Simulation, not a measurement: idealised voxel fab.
Process module name: voxel transistor to metal
It is cross-section cut that appears here, measuring 180 nm in width, its square cells being 5 nm in size.
Cross-sections here: square-cell grids, written as top-down lists of bands, a band being one or more rows of cells. Look at the band entry: it leads with the top's height and the bottom's height in nm. Then it lists the materials left to right, with a width in nm for each. The word "throughout" on a single material says that material fills the band edge to edge. The word "empty" is empty space. Counting heights begins at 0, where everything beneath is, in the wafer as received, one material. The lowest band has no bottom; it goes on downwards, as "0 nm and below" shows. You'd read "30->40" like this: the band's top row of cells is as wide as the first number, its bottom row is as wide as the second, and going down, every row changes width by the same amount as the row before did. When a step is marked "all unchanged", none of the cells in the cross-section changed during that step. Entry "Closed void register". Content: empty spaces with no open connection to the top, size 8 cells or greater. Each: width x height at distance. Distance: from left edge. Unit: nm. Read whatever lies past the settings on a step's line as the simulator's own remark about the step. "overlay nm" denotes, for a step that has a mask, the displacement of the mask to the right of its planned place, with negative values corresponding to the left. Pairs from here to the end. Each: cross-section before one process step, cross-section after it, the latter only as far down as the lowest band that changed. Under each: the step between, and its settings. Mind that the pairs may be taken from different runs of this module on the same starting wafer; whether a pair continues from the pair above depends on its entry headed "Geometry before processing", and it does only where that entry says so.
# Geometry before processing
- 115 nm to 95 nm | 45 of SiO2, then 15 of empty, then 60 of SiO2, then 15 of empty, then 45 of SiO2
- 95 nm to 80 nm | SiO2 throughout
- 80 nm to 75 nm | SiCN throughout
- 75 nm to 55 nm | 45 of SiO2, then 5 of TiN, then 5 of Cu, then 5 of TiN, then 60 of SiO2, then 5 of TiN, then 5 of Cu, then 5 of TiN, then 45 of SiO2
- 55 nm to 50 nm | 45 of SiCN, then 15 of TiN, then 60 of SiCN, then 15 of TiN, then 45 of SiCN
- 50 nm to 40 nm | 55 of SiO2, then 5 of TiN, then 20->10 of Ru, then 5->15 of TiN, then 30 of SiO2, then 5 of TiN, then 20 of Ru, then 5 of TiN, then 35 of SiO2
- 40 nm to 30 nm | 55 of SiO2, then 5 of TiN, then 10 of Ru, then 5 of TiN, then 5 of SiN, then 20 of SiCN, then 5 of SiN, then 10 of SiO2, then 5 of TiN, then 20 of Ru, then 5 of TiN, then 35 of SiO2
- 30 nm to 5 nm | 55 of SiO2, then 5 of TiN, then 10 of Ru, then 5 of TiN, then 5 of SiN, then 20 of polySi, then 5 of SiN, then 10 of SiO2, then 5 of TiN, then 20 of Ru, then 5 of TiN, then 35 of SiO2
- 5 nm to 0 nm | 55 of SiO2, then 5 of TiN, then 5 of Ru, then 10 of TiN, then 5 of SiN, then 20 of polySi, then 5 of SiN, then 10 of SiO2, then 5 of TiN, then 20 of Ru, then 5 of TiN, then 35 of SiO2
- 0 nm to -5 nm | 55 of SiO2, then 15 of TiN, then 5 of pSi, then 30 of SiO2, then 5 of pSi, then 5 of SiO2, then 30 of TiN, then 35 of SiO2
- -5 nm to -10 nm | 40 of SiO2, then 35 of pSi, then 30 of Si, then 35 of pSi, then 40 of SiO2
- -10 nm to -25 nm | 40 of SiO2, then 100 of Si, then 40 of SiO2
- -25 nm and below | Si throughout
- Closed void register: none
# Sectional View, Post-Process
- 130 nm to 115 nm | 45 of aC, then 15 of empty, then 60 of aC, then 15 of empty, then 45 of aC
- 115 nm to 110 nm | 45 of SiO2, then 15 of empty, then 60 of SiO2, then 15 of empty, then 45 of SiO2
- 110 nm to 95 nm | 45 of SiO2, then 15 of aC, then 60 of SiO2, then 15 of aC, then 45 of SiO2
- Note: structure below 95 unchanged.
- Closed void register: none
the step between: DIRECTIONAL_DEP,material aC,thk nm 15
Geometry before processing: taken from the pair above, after panel.
# Sectional View, Post-Process
- 160 nm to 130 nm | 45 of resist, then 15 of empty, then 60 of resist, then 15 of empty, then 45 of resist
- Note: structure below 130 unchanged.
- Closed void register: none
the step between: PATTERN,tone open,mask id METAL_2_HOLES,material resist,width nm 15,pitch nm 75,thk nm 30,overlay nm 0
Geometry before processing: taken from the pair above, after panel.
# Sectional View, Post-Process
- 145 nm to 130 nm | 45 of resist, then 15 of empty, then 60 of resist, then 15 of empty, then 45 of resist
- 130 nm to 115 nm | 45 of aC, then 15 of empty, then 60 of aC, then 15 of empty, then 45 of aC
- 115 nm to 95 nm | 45 of SiO2, then 15 of empty, then 60 of SiO2, then 15 of empty, then 45 of SiO2
- Note: structure below 95 unchanged.
- Closed void register: none
the step between: DIRECTIONAL_ETCH,etch materials aC,depth nm 15
Geometry before processing: taken from the pair above, after panel.
# Sectional View, Post-Process
- 130 nm to 115 nm | 45 of aC, then 15 of empty, then 60 of aC, then 15 of empty, then 45 of aC
- Note: structure below 115 unchanged.
- Closed void register: none
the step between: STRIP,etch materials resist
Geometry before processing: taken from the pair above, after panel.
# Sectional View, Post-Process
- 130 nm to 115 nm | 45 of aC, then 15 of empty, then 60 of aC, then 15 of empty, then 45 of aC
- 115 nm to 80 nm | 45 of SiO2, then 15 of empty, then 60 of SiO2, then 15 of empty, then 45 of SiO2
- Note: structure below 80 unchanged.
- Closed void register: none
the step between: DIRECTIONAL_ETCH,etch materials SiO2,depth nm 15
Geometry before processing: taken from the pair above, after panel.
# Sectional View, Post-Process
- 130 nm to 115 nm | 45 of aC, then 15 of empty, then 60 of aC, then 15 of empty, then 45 of aC
- 115 nm to 80 nm | 45 of SiO2, then 15 of empty, then 60 of SiO2, then 15 of empty, then 45 of SiO2
- 80 nm to 75 nm | 45 of SiCN, then 15 of empty, then 60 of SiCN, then 15 of empty, then 45 of SiCN
- Note: structure below 75 unchanged.
- Closed void register: none
the step between: DIRECTIONAL_ETCH,etch materials SiCN,depth nm 5
Geometry before processing: taken from the pair above, after panel.
# Sectional View, Post-Process
- 115 nm to 80 nm | 45 of SiO2, then 15 of empty, then 60 of SiO2, then 15 of empty, then 45 of SiO2
- Note: structure below 80 unchanged.
- Closed void register: none
the step between: STRIP,etch materials aC
Geometry before processing: taken from the pair above, after panel.
# Sectional View, Post-Process
- 120 nm to 115 nm | 50 of TiN, then 5 of empty, then 70 of TiN, then 5 of empty, then 50 of TiN
- 115 nm to 80 nm | 45 of SiO2, then 5 of TiN, then 5 of empty, then 5 of TiN, then 60 of SiO2, then 5 of TiN, then 5 of empty, then 5 of TiN, then 45 of SiO2
- 80 nm to 75 nm | 45 of SiCN, then 15 of TiN, then 60 of SiCN, then 15 of TiN, then 45 of SiCN
- Note: structure below 75 unchanged.
- Closed void register: none
the step between: CONFORMAL_DEP,material TiN,thk nm 5
Geometry before processing: taken from the pair above, after panel.
# Sectional View, Post-Process
- 125 nm to 120 nm | Ru throughout
- 120 nm to 115 nm | 50 of TiN, then 5 of Ru, then 70 of TiN, then 5 of Ru, then 50 of TiN
- 115 nm to 80 nm | 45 of SiO2, then 5 of TiN, then 5 of Ru, then 5 of TiN, then 60 of SiO2, then 5 of TiN, then 5 of Ru, then 5 of TiN, then 45 of SiO2
- Note: structure below 80 unchanged.
- Closed void register: none
the step between: FILL_DEP,material Ru,thk nm 5
Geometry before processing: taken from the pair above, after panel.
# Sectional View, Post-Process
- 115 nm to 80 nm | 45 of SiO2, then 5 of TiN, then 5 of Ru, then 5 of TiN, then 60 of SiO2, then 5 of TiN, then 5 of Ru, then 5 of TiN, then 45 of SiO2
- Note: structure below 80 unchanged.
- Closed void register: none
the step between: CMP,height nm 115
Geometry before processing: taken from the pair above, after panel.
# Sectional View, Post-Process
- 120 nm to 115 nm | SiN throughout
- Note: structure below 115 unchanged.
- Closed void register: none
the step between: CONFORMAL_DEP,material SiN,thk nm 5
# Geometry before processing
- 0 nm to -5 nm | SiO2 throughout
- -5 nm to -25 nm | 40 of SiO2, then 100 of Si, then 40 of SiO2
- -25 nm and below | Si throughout
- Closed void register: none
# Sectional View, Post-Process
- 30 nm to 0 nm | SiCN throughout
- Note: structure below 0 unchanged.
- Closed void register: none
the step between: DIRECTIONAL_DEP,material SiCN,thk nm 30
Geometry before processing: taken from the pair above, after panel.
# Sectional View, Post-Process
- 40 nm to 0 nm | SiCN throughout
- Note: structure below 0 unchanged.
- Closed void register: none
the step between: DIRECTIONAL_DEP,material SiCN,thk nm 10
Geometry before processing: taken from the pair above, after panel.
# Sectional View, Post-Process
- 40 nm to 20 nm | 80 of empty, then 20 of SiCN, then 80 of empty
- Note: structure below 20 unchanged.
- Closed void register: none
the step between: MASKED_ETCH,tone cover,mask id GATE,width nm 20,etch materials SiCN,depth nm 20,overlay nm 0
Geometry before processing: taken from the pair above, after panel.
# Sectional View, Post-Process
- 45 nm to 40 nm | 75 of empty, then 30 of SiN, then 75 of empty
- 40 nm to 25 nm | 75 of empty, then 5 of SiN, then 20 of SiCN, then 5 of SiN, then 75 of empty
- 25 nm to 20 nm | 80 of SiN, then 20 of SiCN, then 80 of SiN
- Note: structure below 20 unchanged.
- Closed void register: none
the step between: CONFORMAL_DEP,material SiN,thk nm 5
Geometry before processing: taken from the pair above, after panel.
# Sectional View, Post-Process
- 40 nm to 20 nm | 75 of empty, then 5 of SiN, then 20 of SiCN, then 5 of SiN, then 75 of empty
- Note: structure below 20 unchanged.
- Closed void register: none
the step between: DIRECTIONAL_ETCH,etch materials SiN,depth nm 5
Geometry before processing: taken from the pair above, after panel.
# Sectional View, Post-Process
- 50 nm to 40 nm | SiO2 throughout
- 40 nm to 20 nm | 75 of SiO2, then 5 of SiN, then 20 of SiCN, then 5 of SiN, then 75 of SiO2
- Note: structure below 20 unchanged.
- Closed void register: none
the step between: FILL_DEP,material SiO2,thk nm 10
Geometry before processing: taken from the pair above, after panel.
# Sectional View, Post-Process
- 40 nm to 20 nm | 75 of SiO2, then 5 of SiN, then 20 of SiCN, then 5 of SiN, then 75 of SiO2
- Note: structure below 20 unchanged.
- Closed void register: none
the step between: CMP,height nm 40
Geometry before processing: taken from the pair above, after panel.
# Sectional View, Post-Process
- 50 nm to 40 nm | SiO2 throughout
- Note: structure below 40 unchanged.
- Closed void register: none
the step between: DIRECTIONAL_DEP,material SiO2,thk nm 10
Geometry before processing: taken from the pair above, after panel.
# Sectional View, Post-Process
- 50 nm to 40 nm | 45 of SiO2, then 30 of empty, then 30 of SiO2, then 30 of empty, then 45 of SiO2
- 40 nm to 20 nm | 45 of SiO2, then 30 of empty, then 5 of SiN, then 20 of SiCN, then 5 of SiN, then 30 of empty, then 45 of SiO2
- Note: structure below 20 unchanged.
- Closed void register: none
the step between: MASKED_ETCH,tone open,mask id CONTACT,width nm 30,pitch nm 60,etch materials SiO2,depth nm 55,overlay nm 0
Geometry before processing: taken from the pair above, after panel.
# Sectional View, Post-Process
- 55 nm to 50 nm | 50 of TiN, then 20 of empty, then 40 of TiN, then 20 of empty, then 50 of TiN
- 50 nm to 40 nm | 45 of SiO2, then 5 of TiN, then 20 of empty, then 5 of TiN, then 30 of SiO2, then 5 of TiN, then 20 of empty, then 5 of TiN, then 45 of SiO2
- 40 nm to 25 nm | 45 of SiO2, then 5 of TiN, then 20 of empty, then 5 of TiN, then 5 of SiN, then 20 of SiCN, then 5 of SiN, then 5 of TiN, then 20 of empty, then 5 of TiN, then 45 of SiO2
- 25 nm to 20 nm | 45 of SiO2, then 30 of TiN, then 5 of SiN, then 20 of SiCN, then 5 of SiN, then 30 of TiN, then 45 of SiO2
- Note: structure below 20 unchanged.
- Closed void register: none
the step between: CONFORMAL_DEP,material TiN,thk nm 5
Geometry before processing: taken from the pair above, after panel.
# Sectional View, Post-Process
- 60 nm to 55 nm | Ru throughout
- 55 nm to 50 nm | 50 of TiN, then 20 of Ru, then 40 of TiN, then 20 of Ru, then 50 of TiN
- 50 nm to 40 nm | 45 of SiO2, then 5 of TiN, then 20 of Ru, then 5 of TiN, then 30 of SiO2, then 5 of TiN, then 20 of Ru, then 5 of TiN, then 45 of SiO2
- 40 nm to 25 nm | 45 of SiO2, then 5 of TiN, then 20 of Ru, then 5 of TiN, then 5 of SiN, then 20 of SiCN, then 5 of SiN, then 5 of TiN, then 20 of Ru, then 5 of TiN, then 45 of SiO2
- Note: structure below 25 unchanged.
- Closed void register: none
the step between: FILL_DEP,material Ru,thk nm 5
Geometry before processing: taken from the pair above, after panel.
# Sectional View, Post-Process
- 50 nm to 40 nm | 45 of SiO2, then 5 of TiN, then 20 of Ru, then 5 of TiN, then 30 of SiO2, then 5 of TiN, then 20 of Ru, then 5 of TiN, then 45 of SiO2
- Note: structure below 40 unchanged.
- Closed void register: none
the step between: CMP,height nm 50
Geometry before processing: taken from the pair above, after panel.
# Sectional View, Post-Process
- 55 nm to 50 nm | SiCN throughout
- Note: structure below 50 unchanged.
- Closed void register: none
the step between: CONFORMAL_DEP,material SiCN,thk nm 5
Geometry before processing: taken from the pair above, after panel.
# Sectional View, Post-Process
- 75 nm to 55 nm | SiO2 throughout
- Note: structure below 55 unchanged.
- Closed void register: none
the step between: DIRECTIONAL_DEP,material SiO2,thk nm 20
Geometry before processing: taken from the pair above, after panel.
# Sectional View, Post-Process
- 90 nm to 75 nm | 45 of resist, then 15 of empty, then 60 of resist, then 15 of empty, then 45 of resist
- Note: structure below 75 unchanged.
- Closed void register: none
the step between: PATTERN,tone open,mask id METAL_1,material resist,width nm 15,pitch nm 75,thk nm 15,overlay nm 0
Geometry before processing: taken from the pair above, after panel.
# Sectional View, Post-Process
- 90 nm to 75 nm | 45 of resist, then 15 of empty, then 60 of resist, then 15 of empty, then 45 of resist
- 75 nm to 55 nm | 45 of SiO2, then 15 of empty, then 60 of SiO2, then 15 of empty, then 45 of SiO2
- Note: structure below 55 unchanged.
- Closed void register: none
the step between: DIRECTIONAL_ETCH,etch materials SiO2,depth nm 20
Geometry before processing: taken from the pair above, after panel.
# Sectional View, Post-Process
- 90 nm to 75 nm | 45 of resist, then 15 of empty, then 60 of resist, then 15 of empty, then 45 of resist
- 75 nm to 55 nm | 45 of SiO2, then 15 of empty, then 60 of SiO2, then 15 of empty, then 45 of SiO2
- 55 nm to 50 nm | 45 of SiCN, then 15 of empty, then 60 of SiCN, then 15 of empty, then 45 of SiCN
- Note: structure below 50 unchanged.
- Closed void register: none
the step between: DIRECTIONAL_ETCH,etch materials SiCN,depth nm 5
Geometry before processing: taken from the pair above, after panel.
# Sectional View, Post-Process
- 75 nm to 55 nm | 45 of SiO2, then 15 of empty, then 60 of SiO2, then 15 of empty, then 45 of SiO2
- Note: structure below 55 unchanged.
- Closed void register: none
the step between: STRIP,etch materials resist
Geometry before processing: taken from the pair above, after panel.
# Sectional View, Post-Process
- 80 nm to 75 nm | 50 of TiN, then 5 of empty, then 70 of TiN, then 5 of empty, then 50 of TiN
- 75 nm to 55 nm | 45 of SiO2, then 5 of TiN, then 5 of empty, then 5 of TiN, then 60 of SiO2, then 5 of TiN, then 5 of empty, then 5 of TiN, then 45 of SiO2
- 55 nm to 50 nm | 45 of SiCN, then 15 of TiN, then 60 of SiCN, then 15 of TiN, then 45 of SiCN
- Note: structure below 50 unchanged.
- Closed void register: none
the step between: CONFORMAL_DEP,material TiN,thk nm 5
Geometry before processing: taken from the pair above, after panel.
# Sectional View, Post-Process
- 85 nm to 80 nm | Cu throughout
- 80 nm to 75 nm | 50 of TiN, then 5 of Cu, then 70 of TiN, then 5 of Cu, then 50 of TiN
- 75 nm to 55 nm | 45 of SiO2, then 5 of TiN, then 5 of Cu, then 5 of TiN, then 60 of SiO2, then 5 of TiN, then 5 of Cu, then 5 of TiN, then 45 of SiO2
- Note: structure below 55 unchanged.
- Closed void register: none
the step between: FILL_DEP,material Cu,thk nm 5
Geometry before processing: taken from the pair above, after panel.
# Sectional View, Post-Process
- 75 nm to 55 nm | 45 of SiO2, then 5 of TiN, then 5 of Cu, then 5 of TiN, then 60 of SiO2, then 5 of TiN, then 5 of Cu, then 5 of TiN, then 45 of SiO2
- Note: structure below 55 unchanged.
- Closed void register: none
the step between: CMP,height nm 75
Geometry before processing: taken from the pair above, after panel.
# Sectional View, Post-Process
- 80 nm to 75 nm | SiCN throughout
- Note: structure below 75 unchanged.
- Closed void register: none
the step between: CONFORMAL_DEP,material SiCN,thk nm 5
Geometry before processing: taken from the pair above, after panel.
# Sectional View, Post-Process
- 115 nm to 80 nm | SiO2 throughout
- Note: structure below 80 unchanged.
- Closed void register: none
the step between: DIRECTIONAL_DEP,material SiO2,thk nm 35
Geometry before processing: taken from the pair above, after panel.
# Sectional View, Post-Process
- 130 nm to 115 nm | 45 of resist, then 15 of empty, then 60 of resist, then 15 of empty, then 45 of resist
- Note: structure below 115 unchanged.
- Closed void register: none
the step between: PATTERN,tone open,mask id METAL_2,material resist,width nm 15,pitch nm 75,thk nm 15,overlay nm 0
Geometry before processing: taken from the pair above, after panel.
# Sectional View, Post-Process
- 130 nm to 115 nm | 45 of resist, then 15 of empty, then 60 of resist, then 15 of empty, then 45 of resist
- 115 nm to 95 nm | 45 of SiO2, then 15 of empty, then 60 of SiO2, then 15 of empty, then 45 of SiO2
- Note: structure below 95 unchanged.
- Closed void register: none
the step between: DIRECTIONAL_ETCH,etch materials SiO2,depth nm 20
Geometry before processing: taken from the pair above, after panel.
# Sectional View, Post-Process
- 115 nm to 95 nm | 45 of SiO2, then 15 of empty, then 60 of SiO2, then 15 of empty, then 45 of SiO2
- Note: structure below 95 unchanged.
- Closed void register: none
the step between: STRIP,etch materials resist
Geometry before processing: taken from the pair above, after panel.
# Sectional View, Post-Process
- 130 nm to 115 nm | 45 of aC, then 15 of empty, then 60 of aC, then 15 of empty, then 45 of aC
- 115 nm to 110 nm | 45 of SiO2, then 15 of empty, then 60 of SiO2, then 15 of empty, then 45 of SiO2
- 110 nm to 95 nm | 45 of SiO2, then 15 of aC, then 60 of SiO2, then 15 of aC, then 45 of SiO2
- Note: structure below 95 unchanged.
- Closed void register: none
the step between: DIRECTIONAL_DEP,material aC,thk nm 15
Geometry before processing: taken from the pair above, after panel.
# Sectional View, Post-Process
- 160 nm to 130 nm | 45 of resist, then 15 of empty, then 60 of resist, then 15 of empty, then 45 of resist
- Note: structure below 130 unchanged.
- Closed void register: none
the step between: PATTERN,tone open,mask id METAL_2_HOLES,material resist,width nm 15,pitch nm 75,thk nm 30,overlay nm 0
Geometry before processing: taken from the pair above, after panel.
# Sectional View, Post-Process
- 145 nm to 130 nm | 45 of resist, then 15 of empty, then 60 of resist, then 15 of empty, then 45 of resist
- 130 nm to 115 nm | 45 of aC, then 15 of empty, then 60 of aC, then 15 of empty, then 45 of aC
- 115 nm to 95 nm | 45 of SiO2, then 15 of empty, then 60 of SiO2, then 15 of empty, then 45 of SiO2
- Note: structure below 95 unchanged.
- Closed void register: none
the step between: DIRECTIONAL_ETCH,etch materials aC,depth nm 15
Geometry before processing: taken from the pair above, after panel.
# Sectional View, Post-Process
- 130 nm to 115 nm | 45 of aC, then 15 of empty, then 60 of aC, then 15 of empty, then 45 of aC
- Note: structure below 115 unchanged.
- Closed void register: none
the step between: STRIP,etch materials resist
Geometry before processing: taken from the pair above, after panel.
# Sectional View, Post-Process
- 130 nm to 115 nm | 45 of aC, then 15 of empty, then 60 of aC, then 15 of empty, then 45 of aC
- 115 nm to 80 nm | 45 of SiO2, then 15 of empty, then 60 of SiO2, then 15 of empty, then 45 of SiO2
- Note: structure below 80 unchanged.
- Closed void register: none
the step between: DIRECTIONAL_ETCH,etch materials SiO2,depth nm 15
Geometry before processing: taken from the pair above, after panel.
# Sectional View, Post-Process
- 130 nm to 115 nm | 45 of aC, then 15 of empty, then 60 of aC, then 15 of empty, then 45 of aC
- 115 nm to 80 nm | 45 of SiO2, then 15 of empty, then 60 of SiO2, then 15 of empty, then 45 of SiO2
- 80 nm to 75 nm | 45 of SiCN, then 15 of empty, then 60 of SiCN, then 15 of empty, then 45 of SiCN
- Note: structure below 75 unchanged.
- Closed void register: none
the step between: DIRECTIONAL_ETCH,etch materials SiCN,depth nm 5
Geometry before processing: taken from the pair above, after panel.
# Sectional View, Post-Process
- 115 nm to 80 nm | 45 of SiO2, then 15 of empty, then 60 of SiO2, then 15 of empty, then 45 of SiO2
- Note: structure below 80 unchanged.
- Closed void register: none
the step between: STRIP,etch materials aC
Geometry before processing: taken from the pair above, after panel.
# Sectional View, Post-Process
- 120 nm to 115 nm | 50 of TiN, then 5 of empty, then 70 of TiN, then 5 of empty, then 50 of TiN
- 115 nm to 80 nm | 45 of SiO2, then 5 of TiN, then 5 of empty, then 5 of TiN, then 60 of SiO2, then 5 of TiN, then 5 of empty, then 5 of TiN, then 45 of SiO2
- 80 nm to 75 nm | 45 of SiCN, then 15 of TiN, then 60 of SiCN, then 15 of TiN, then 45 of SiCN
- Note: structure below 75 unchanged.
- Closed void register: none
the step between: CONFORMAL_DEP,material TiN,thk nm 5
Geometry before processing: taken from the pair above, after panel.
# Sectional View, Post-Process
- 125 nm to 120 nm | Ru throughout
- 120 nm to 115 nm | 50 of TiN, then 5 of Ru, then 70 of TiN, then 5 of Ru, then 50 of TiN
- 115 nm to 80 nm | 45 of SiO2, then 5 of TiN, then 5 of Ru, then 5 of TiN, then 60 of SiO2, then 5 of TiN, then 5 of Ru, then 5 of TiN, then 45 of SiO2
- Note: structure below 80 unchanged.
- Closed void register: none
the step between: FILL_DEP,material Ru,thk nm 5
Geometry before processing: taken from the pair above, after panel.
# Sectional View, Post-Process
- 115 nm to 80 nm | 45 of SiO2, then 5 of TiN, then 5 of Ru, then 5 of TiN, then 60 of SiO2, then 5 of TiN, then 5 of Ru, then 5 of TiN, then 45 of SiO2
- Note: structure below 80 unchanged.
- Closed void register: none
the step between: CMP,height nm 115
Geometry before processing: taken from the pair above, after panel.
# Sectional View, Post-Process
- 120 nm to 115 nm | SiN throughout
- Note: structure below 115 unchanged.
- Closed void register: none
the step between: CONFORMAL_DEP,material SiN,thk nm 5
# Geometry before processing
- 50 nm to 40 nm | SiO2 throughout
- 40 nm to 30 nm | 75 of SiO2, then 5 of SiN, then 20 of SiCN, then 5 of SiN, then 75 of SiO2
- 30 nm to 0 nm | 75 of SiO2, then 5 of SiN, then 20 of polySi, then 5 of SiN, then 75 of SiO2
- 0 nm to -5 nm | 70 of SiO2, then 5 of pSi, then 30 of SiO2, then 5 of pSi, then 70 of SiO2
- -5 nm to -10 nm | 40 of SiO2, then 35 of pSi, then 30 of Si, then 35 of pSi, then 40 of SiO2
- -10 nm to -25 nm | 40 of SiO2, then 100 of Si, then 40 of SiO2
- -25 nm and below | Si throughout
- Closed void register: none
# Sectional View, Post-Process
- 50 nm to 40 nm | 45 of empty, then 30 of SiO2, then 30 of empty, then 30 of SiO2, then 45 of empty
- 40 nm to 30 nm | 45 of empty, then 30 of SiO2, then 5 of SiN, then 20 of SiCN, then 5 of SiN, then 30 of SiO2, then 45 of empty
- 30 nm to 0 nm | 45 of empty, then 30 of SiO2, then 5 of SiN, then 20 of polySi, then 5 of SiN, then 30 of SiO2, then 45 of empty
- 0 nm to -5 nm | 45 of empty, then 25 of SiO2, then 5 of pSi, then 30 of SiO2, then 5 of pSi, then 25 of SiO2, then 45 of empty
- Note: structure below -5 unchanged.
- Closed void register: none
the step between: MASKED_ETCH,tone cover,mask id CONTACT,width nm 30,pitch nm 60,etch materials SiO2,depth nm 55,overlay nm 0
Geometry before processing: taken from the pair above, after panel.
# Sectional View, Post-Process
- 55 nm to 50 nm | 40 of empty, then 40 of TiN, then 20 of empty, then 40 of TiN, then 40 of empty
- 50 nm to 45 nm | 40 of empty, then 5 of TiN, then 30 of SiO2, then 5 of TiN, then 20 of empty, then 5 of TiN, then 30 of SiO2, then 5 of TiN, then 40 of empty
- 45 nm to 40 nm | 40 of empty, then 5 of TiN, then 30 of SiO2, then 30 of TiN, then 30 of SiO2, then 5 of TiN, then 40 of empty
- 40 nm to 30 nm | 40 of empty, then 5 of TiN, then 30 of SiO2, then 5 of SiN, then 20 of SiCN, then 5 of SiN, then 30 of SiO2, then 5 of TiN, then 40 of empty
- 30 nm to 0 nm | 40 of empty, then 5 of TiN, then 30 of SiO2, then 5 of SiN, then 20 of polySi, then 5 of SiN, then 30 of SiO2, then 5 of TiN, then 40 of empty
- 0 nm to -5 nm | 45 of TiN, then 25 of SiO2, then 5 of pSi, then 30 of SiO2, then 5 of pSi, then 25 of SiO2, then 45 of TiN
- Note: structure below -5 unchanged.
- Closed void register: none
the step between: CONFORMAL_DEP,material TiN,thk nm 5
Geometry before processing: taken from the pair above, after panel.
# Sectional View, Post-Process
- 60 nm to 55 nm | Ru throughout
- 55 nm to 50 nm | 40 of Ru, then 40 of TiN, then 20 of Ru, then 40 of TiN, then 40 of Ru
- 50 nm to 45 nm | 40 of Ru, then 5 of TiN, then 30 of SiO2, then 5 of TiN, then 20 of Ru, then 5 of TiN, then 30 of SiO2, then 5 of TiN, then 40 of Ru
- 45 nm to 40 nm | 40 of Ru, then 5 of TiN, then 30 of SiO2, then 30 of TiN, then 30 of SiO2, then 5 of TiN, then 40 of Ru
- 40 nm to 30 nm | 40 of Ru, then 5 of TiN, then 30 of SiO2, then 5 of SiN, then 20 of SiCN, then 5 of SiN, then 30 of SiO2, then 5 of TiN, then 40 of Ru
- 30 nm to 0 nm | 40 of Ru, then 5 of TiN, then 30 of SiO2, then 5 of SiN, then 20 of polySi, then 5 of SiN, then 30 of SiO2, then 5 of TiN, then 40 of Ru
- Note: structure below 0 unchanged.
- Closed void register: none
the step between: FILL_DEP,material Ru,thk nm 5
Geometry before processing: taken from the pair above, after panel.
# Sectional View, Post-Process
- 50 nm to 45 nm | 40 of Ru, then 5 of TiN, then 30 of SiO2, then 5 of TiN, then 20 of Ru, then 5 of TiN, then 30 of SiO2, then 5 of TiN, then 40 of Ru
- Note: structure below 45 unchanged.
- Closed void register: none
the step between: CMP,height nm 50
Geometry before processing: taken from the pair above, after panel.
# Sectional View, Post-Process
- 55 nm to 50 nm | SiCN throughout
- Note: structure below 50 unchanged.
- Closed void register: none
the step between: CONFORMAL_DEP,material SiCN,thk nm 5
Geometry before processing: taken from the pair above, after panel.
# Sectional View, Post-Process
- 75 nm to 55 nm | SiO2 throughout
- Note: structure below 55 unchanged.
- Closed void register: none
the step between: DIRECTIONAL_DEP,material SiO2,thk nm 20
Geometry before processing: taken from the pair above, after panel.
# Sectional View, Post-Process
- 90 nm to 75 nm | 45 of resist, then 15 of empty, then 60 of resist, then 15 of empty, then 45 of resist
- Note: structure below 75 unchanged.
- Closed void register: none
the step between: PATTERN,tone open,mask id METAL_1,material resist,width nm 15,pitch nm 75,thk nm 15,overlay nm 0
Geometry before processing: taken from the pair above, after panel.
# Sectional View, Post-Process
- 90 nm to 75 nm | 45 of resist, then 15 of empty, then 60 of resist, then 15 of empty, then 45 of resist
- 75 nm to 55 nm | 45 of SiO2, then 15 of empty, then 60 of SiO2, then 15 of empty, then 45 of SiO2
- Note: structure below 55 unchanged.
- Closed void register: none
the step between: DIRECTIONAL_ETCH,etch materials SiO2,depth nm 20
Geometry before processing: taken from the pair above, after panel.
# Sectional View, Post-Process
- 90 nm to 75 nm | 45 of resist, then 15 of empty, then 60 of resist, then 15 of empty, then 45 of resist
- 75 nm to 55 nm | 45 of SiO2, then 15 of empty, then 60 of SiO2, then 15 of empty, then 45 of SiO2
- 55 nm to 50 nm | 45 of SiCN, then 15 of empty, then 60 of SiCN, then 15 of empty, then 45 of SiCN
- Note: structure below 50 unchanged.
- Closed void register: none
the step between: DIRECTIONAL_ETCH,etch materials SiCN,depth nm 5
Geometry before processing: taken from the pair above, after panel.
# Sectional View, Post-Process
- 75 nm to 55 nm | 45 of SiO2, then 15 of empty, then 60 of SiO2, then 15 of empty, then 45 of SiO2
- Note: structure below 55 unchanged.
- Closed void register: none
the step between: STRIP,etch materials resist
Geometry before processing: taken from the pair above, after panel.
# Sectional View, Post-Process
- 80 nm to 75 nm | 50 of TiN, then 5 of empty, then 70 of TiN, then 5 of empty, then 50 of TiN
- 75 nm to 55 nm | 45 of SiO2, then 5 of TiN, then 5 of empty, then 5 of TiN, then 60 of SiO2, then 5 of TiN, then 5 of empty, then 5 of TiN, then 45 of SiO2
- 55 nm to 50 nm | 45 of SiCN, then 15 of TiN, then 60 of SiCN, then 15 of TiN, then 45 of SiCN
- Note: structure below 50 unchanged.
- Closed void register: none
the step between: CONFORMAL_DEP,material TiN,thk nm 5
Geometry before processing: taken from the pair above, after panel.
# Sectional View, Post-Process
- 85 nm to 80 nm | Cu throughout
- 80 nm to 75 nm | 50 of TiN, then 5 of Cu, then 70 of TiN, then 5 of Cu, then 50 of TiN
- 75 nm to 55 nm | 45 of SiO2, then 5 of TiN, then 5 of Cu, then 5 of TiN, then 60 of SiO2, then 5 of TiN, then 5 of Cu, then 5 of TiN, then 45 of SiO2
- Note: structure below 55 unchanged.
- Closed void register: none
the step between: FILL_DEP,material Cu,thk nm 5
Geometry before processing: taken from the pair above, after panel.
# Sectional View, Post-Process
- 75 nm to 55 nm | 45 of SiO2, then 5 of TiN, then 5 of Cu, then 5 of TiN, then 60 of SiO2, then 5 of TiN, then 5 of Cu, then 5 of TiN, then 45 of SiO2
- Note: structure below 55 unchanged.
- Closed void register: none
the step between: CMP,height nm 75
Geometry before processing: taken from the pair above, after panel.
# Sectional View, Post-Process
- 80 nm to 75 nm | SiCN throughout
- Note: structure below 75 unchanged.
- Closed void register: none
the step between: CONFORMAL_DEP,material SiCN,thk nm 5
Geometry before processing: taken from the pair above, after panel.
# Sectional View, Post-Process
- 115 nm to 80 nm | SiO2 throughout
- Note: structure below 80 unchanged.
- Closed void register: none
the step between: DIRECTIONAL_DEP,material SiO2,thk nm 35
Geometry before processing: taken from the pair above, after panel.
# Sectional View, Post-Process
- 130 nm to 115 nm | 45 of resist, then 15 of empty, then 60 of resist, then 15 of empty, then 45 of resist
- Note: structure below 115 unchanged.
- Closed void register: none
the step between: PATTERN,tone open,mask id METAL_2,material resist,width nm 15,pitch nm 75,thk nm 15,overlay nm 0
Geometry before processing: taken from the pair above, after panel.
# Sectional View, Post-Process
- 130 nm to 115 nm | 45 of resist, then 15 of empty, then 60 of resist, then 15 of empty, then 45 of resist
- 115 nm to 95 nm | 45 of SiO2, then 15 of empty, then 60 of SiO2, then 15 of empty, then 45 of SiO2
- Note: structure below 95 unchanged.
- Closed void register: none
the step between: DIRECTIONAL_ETCH,etch materials SiO2,depth nm 20
Geometry before processing: taken from the pair above, after panel.
# Sectional View, Post-Process
- 115 nm to 95 nm | 45 of SiO2, then 15 of empty, then 60 of SiO2, then 15 of empty, then 45 of SiO2
- Note: structure below 95 unchanged.
- Closed void register: none
the step between: STRIP,etch materials resist
